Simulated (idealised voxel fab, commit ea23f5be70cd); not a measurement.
Title: Process Module voxel fin reveal
Xsec cut, 155 nm wide, square cell size 5 nm.
Just so we're on the same page, the cross-sections are grids of square cells, and they're listed out in bands top to bottom, each band one or more rows deep. Per band: top height and bottom height in nm, followed by the left-to-right materials and their widths in nm; "everywhere" marks a single material spanning edge to edge, "empty" marks empty space. Convention: height 0 is the level below which the wafer, as received, is all one material. The lowest band does not terminate at the bottom but continues downward, represented as "z 0 and below". The two numbers in a width such as "30 to 40" mark its ends across the band: the first belongs to the top row of cells, the second to the bottom row, and from each row to the next the width moves by the same amount. The cross-section has no changed cell in any step marked "changes: none". Enclosed voids (no open way to top), threshold 8 cells or more, entry "Trapped void list", notation width x height at distance, distance from left edge, nm. Formally, on a step line, whatever follows the settings is a remark that the simulator itself makes on the step. overlay nm: mask offset rightward from planned place, masked step; negative means leftward offset.
[The following list gives the planned process steps]
- 1: RECEIVE, material Si
- 2: CONFORMAL_DEP, material SiN, thk nm 10
- 3: MASKED_ETCH, tone cover, mask id FINS, width nm 15, pitch nm 35, etch materials SiN, depth nm 10, overlay nm 0
- 4: MASKED_ETCH, tone cover, mask id FINS, width nm 15, pitch nm 35, etch materials Si, depth nm 30, overlay nm 0
- 5: OXIDIZE, depth nm 5
- 6: FILL_DEP, material SiO2, thk nm 15
- 7: CMP, height nm 0
- 8: SELECTIVE_ETCH, etch materials SiO2, depth nm 25
- 9: STRIP, etch materials SiN
It is noted that the wafers described herein are identical at the outset and are distinguished by the height nm of step 7; the value stated in the plan corresponds to the first wafer.
[First of several wafers, received after step 1, in cross-section]
* z 0 and below: Si everywhere
* Trapped void list: none
[Wafer cross-section (first of several) - module end, post step 9 (last step)]
* z 0 to -25: empty=40 / Si=5 / empty=30 / Si=5 / empty=30 / Si=5 / empty=40
* z -25 to -35: SiO2=40 / Si=5 / SiO2=30 / Si=5 / SiO2=30 / Si=5 / SiO2=40
* z -35 and below: Si everywhere
* Trapped void list: none
[Last wafer, end of module, cross-section]
* z 0 to -35: SiO2=40 / Si=5 / SiO2=30 / Si=5 / SiO2=30 / Si=5 / SiO2=40
* z -35 and below: Si everywhere
* Trapped void list: none
[Per-wafer rows below. For each material: cells gained (+) or lost (-) since the wafer was received, as of end of module. Then: closed voids]
height nm 0 | -196 Si | +56 SiO2 | Trapped void list: none
height nm 5 | -196 Si | +84 SiO2 | Trapped void list: none
height nm 10 | -196 Si | +112 SiO2 | Trapped void list: none
height nm 15 | -196 Si | +140 SiO2 | Trapped void list: none
height nm 20 | -196 Si | +168 SiO2 | Trapped void list: none
height nm 25 | -196 Si | +196 SiO2 | Trapped void list: none
